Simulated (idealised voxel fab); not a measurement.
Herein follows the process module entitled voxel released beams.
For reference, the cross-section in this document is cut, with width 255 nm and square cells of 5 nm.
Heads up, the way a cross-section reads in here is a grid of square cells, handed over as bands from the top down, with every band being one or more rows of cells.
Band: top and bottom heights (nm) first, top before bottom; then materials from left to right, widths in nm. "everywhere" marks a sole material filling the band edge to edge. "empty" denotes empty space.
Ref level 0: as-received wafer is one material below here. Bottom band extends down with no lower bound ("z 0 and below").
Quick explanation for "30..40": the width changes in equal steps down the rows of cells, from the first number in the band's top row to the second number in its bottom row.
Any step labelled "nothing changed" changed none of the cells in the cross-section.
Closed empty spaces (no open way to the top) of 8 cells or more are what "Encapsulated voids" lists, each as width x height at distance from the left edge, nm for all three.
The remark found on a step's line after its settings is issued by the simulator itself and pertains to that step.
Steps that use a mask can have "overlay nm" on their line. It says how far the mask sat to the right of where it was meant to be. Negative means to the left.
## List of planned process steps
1. RECEIVE,material Si
2. CONFORMAL_DEP,material SiN,thk nm 10
3. DIRECTIONAL_DEP,material SiO2,thk nm 10
4. MASKED_ETCH,tone open,mask id ANCHOR,width nm 45,etch materials SiO2,depth nm 10,overlay nm 0
5. CONFORMAL_DEP,material TiN,thk nm 15
6. MASKED_ETCH,tone cover,mask id BEAM,width nm 120,etch materials TiN,depth nm 15,overlay nm 0
7. STRIP,etch materials SiO2
## Cross-section of the wafer upon arrival, representing the state reached after step 1
	z 0 and below: Si everywhere
	Encapsulated voids: none
## Result of the module, cross-sectioned: start per above, plan per above, one error in how it was run
	z 35 to 25: empty (65) / TiN (20) / empty (15) / TiN (85) / empty (70)
	z 25 to 20: empty (65) / TiN (120) / empty (70)
	z 20 to 10: empty (70) / TiN (45) / empty (140)
	z 10 to 0: TiN everywhere
	z 0 and below: Si everywhere
	Encapsulated voids: none
Here's what went sideways: note that step 2 departed from the planned setting and was carried out as CONFORMAL_DEP,material TiN,thk nm 10
